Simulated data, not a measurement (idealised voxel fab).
Module name: voxel spacer lines (process module)
Each square cell in cross-section cut measures 5 nm, and the section as a whole is 300 nm wide.
A cross-section is written here as square cells arranged in a grid, and it is given in bands from the top down, each band taking up one or more rows of cells.
This entry defines a band. It first specifies the height of the band's top and the height of its bottom in nm, and then specifies the band's materials from left to right, stating each material with its width in nm. The word "full width" identifies a single material that fills the band from edge to edge, while the word "air" identifies empty space.
Heads up on the height convention: 0 is the point under which the incoming wafer is all one material, and the lowest band has no bottom, it just keeps going down, like "0 -> down".
A width such as "30->40" changes by the same amount from each row of cells to the next, from the band's top row to its bottom row.
"all unchanged", as given for a step, is the statement that not any cell of the cross-section underwent a change during that step.
Cavities, closed: empty space of 8 cells or more with no open way to the top, each as width x height at its distance from the left edge, in nm
What comes after the settings on a step's line is commentary from the simulator itself on that step.
"overlay nm", when on a step's line for a step with a mask, measures how far to the right of its planned place the mask lay; a negative measure means to the left.

Process steps - plan:
1: RECEIVE,material Si
2: CONFORMAL_DEP,material Al2O3,thk nm 10
3: DIRECTIONAL_DEP,material W,thk nm 15
4: DIRECTIONAL_DEP,material polySi,thk nm 25
5: PATTERN,tone cover,mask id MANDREL,material resist,width nm 15,pitch nm 50,thk nm 30,overlay nm 0
6: DIRECTIONAL_ETCH,etch materials polySi,depth nm 25
7: STRIP,etch materials resist
8: CONFORMAL_DEP,material SiO2,thk nm 10
9: DIRECTIONAL_ETCH,etch materials SiO2,depth nm 10
10: STRIP,etch materials polySi
11: DIRECTIONAL_ETCH,etch materials W,depth nm 15
12: STRIP,etch materials SiO2
13: FILL_DEP,material SiO2,thk nm 5
14: CMP,height nm 25

Wafer at receipt (post step 1), cross-section:
  0 -> down | Si full width
  Cavities, closed: none

The plan above was carried out on the starting structure above with one mistake, and this cross-section shows the wafer at the end of the module:
  25 -> 10 | SiO2: 105 | W: 10 | SiO2: 20 | W: 10 | SiO2: 10 | W: 10 | SiO2: 20 | W: 10 | SiO2: 105
  10 -> 0 | Al2O3 full width
  0 -> down | Si full width
  Cavities, closed: none
Which mistake was made when the wafer was run? step 5 ran with different settings than intended, the actual operation and settings being PATTERN,tone cover,mask id MANDREL,material resist,width nm 20,pitch nm 50,thk nm 30,overlay nm 0
